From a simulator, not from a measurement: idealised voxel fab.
This is a process module. Its name is voxel tone inversion.
For reference, the cross-section in this document is cut, with width 195 nm and square cells of 5 nm.
This document writes a cross-section as a grid whose cells are square, and gives it as bands, listed from the top down; one or more rows of cells form a band.
First you get the band's top height and its bottom height, in nm, and then the materials it's made of, left to right, with each width in nm. If you see a single material with "throughout", that one covers the band edge to edge. "blank" is empty space.
Counting heights begins at 0, where everything beneath is, in the wafer as received, one material. The lowest band has no bottom; it goes on downwards, as "0 down" shows.
Width "30->40": first value at the band's top row of cells, second value at its bottom row, equal change from row to row.
"no change occurred", as given for a step, is the statement that not any cell of the cross-section underwent a change during that step.
"Voids, enclosed": empty spaces of 8 cells or more with no open way to the top, each given as width x height at distance, distance from the left edge, all in nm.
Note: text after step settings on the step line = simulator remark on that step.
A step's line can hold "overlay nm"; with a mask on that step, the setting says how far right of the planned place the mask lay, while a negative setting says it lay to the left.

Process steps (planned):
1,op RECEIVE | material Si
2,op CONFORMAL_DEP | material SiCN | thk nm 10
3,op DIRECTIONAL_DEP | material aC | thk nm 15
4,op PATTERN | tone cover | mask id POSTS | material resist | width nm 25 | pitch nm 55 | thk nm 25 | overlay nm 0
5,op DIRECTIONAL_ETCH | etch materials aC | depth nm 15
6,op STRIP | etch materials resist
7,op FILL_DEP | material lowk | thk nm 5
8,op CMP | height nm 25
9,op STRIP | etch materials aC

Cross-section of the wafer at receipt, which is the condition after step 1:
* 0 down  Si throughout
* Voids, enclosed: none

Wafer cross-section at module end: first of two, run to plan:
* 25 to 10  30 nm lowk  25 nm blank  30 nm lowk  25 nm blank  30 nm lowk  25 nm blank  30 nm lowk
* 10 to 0  SiCN throughout
* 0 down  Si throughout
* Voids, enclosed: none

Cross-sectional view of the second of two wafers upon completion of the module. This wafer shared its starting condition and process plan with the first; one error was made during its execution:
* 25 to 10  25 nm lowk  35 nm blank  20 nm lowk  35 nm blank  20 nm lowk  35 nm blank  25 nm lowk
* 10 to 0  SiCN throughout
* 0 down  Si throughout
* Voids, enclosed: none
Plan not followed: not per plan at step 4, really ran op PATTERN | tone cover | mask id POSTS | material resist | width nm 35 | pitch nm 55 | thk nm 25 | overlay nm 0
FYI, end of process, the second wafer has more or fewer cells of some materials than the first: lowk: 18 fewer
